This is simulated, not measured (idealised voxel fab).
Module name: voxel fin reveal (process module)
Section cut is 260 nm wide and gridded with 5 nm square cells.
A cross-section is written here as square cells arranged in a grid, and it is given in bands from the top down, each band taking up one or more rows of cells.
Read a band's entry like this: the first values are the height of its top and the height of its bottom in nm, and what follows is the sequence of materials from left to right, each with its width in nm. Note that "air" is empty space, and that a single material marked "edge to edge" reaches across the band from edge to edge.
Basically, 0 is our baseline, since under it the wafer straight out of the box is all one material. The bottom band has no lower end and keeps on going down, so it looks like "top 0, no bottom".
The expression "30->40" gives the width at the extremes of the band, the first number at its top row of cells and the second at its bottom row, with the width changing by equal amounts from each row to the next in between.
Step note "nothing got changed" = no cross-section cell changed.
"Closed void catalog": empty spaces of 8 cells or more with no open way to the top, each given as width x height at distance, distance from the left edge, all in nm.
Where a step's line continues beyond its settings, the continuation is a remark by the simulator itself on that step.
overlay nm: where the mask lay relative to plan, measured to the right, on steps with a mask; negatives go left.

Steps planned for the process
1: op RECEIVE | material Si
2: op CONFORMAL_DEP | material SiN | thk nm 5
3: op DIRECTIONAL_DEP | material aC | thk nm 10
4: op PATTERN | tone cover | mask id FINS | material resist | width nm 15 | pitch nm 35 | thk nm 25 | overlay nm 0
5: op DIRECTIONAL_ETCH | etch materials aC | depth nm 10
6: op STRIP | etch materials resist
7: op DIRECTIONAL_ETCH | etch materials SiN | depth nm 5
8: op DIRECTIONAL_ETCH | etch materials Si | depth nm 35
9: op STRIP | etch materials aC
10: op FILL_DEP | material SiO2 | thk nm 5
11: op CMP | height nm 5
12: op SELECTIVE_ETCH | etch materials SiO2 | depth nm 25
13: op STRIP | etch materials SiN
14: op CONFORMAL_DEP | material HfO2 | thk nm 5

As received (post step 1): cross-section
* top 0, no bottom | Si edge to edge
* Closed void catalog: none

The plan above was carried out on the starting structure above with one mistake, and this cross-section shows the wafer at the end of the module
* top 5, bottom 0 | air 60  HfO2 25  air 10  HfO2 25  air 10  HfO2 25  air 10  HfO2 25  air 70
* top 0, bottom -15 | air 60  HfO2 5  Si 15  HfO2 5  air 10  HfO2 5  Si 15  HfO2 5  air 10  HfO2 5  Si 15  HfO2 5  air 10  HfO2 5  Si 15  HfO2 5  air 70
* top -15, bottom -20 | HfO2 65  Si 15  HfO2 20  Si 15  HfO2 20  Si 15  HfO2 20  Si 15  HfO2 75
* top -20, bottom -35 | SiO2 65  Si 15  SiO2 20  Si 15  SiO2 20  Si 15  SiO2 20  Si 15  SiO2 75
* top -35, no bottom | Si edge to edge
* Closed void catalog: none
In executing the process, a mistake was made relative to the plan: so step 4 ended up running with a different setting than we planned, it ran as op PATTERN | tone cover | mask id FINS | material resist | width nm 15 | pitch nm 35 | thk nm 25 | overlay nm -5
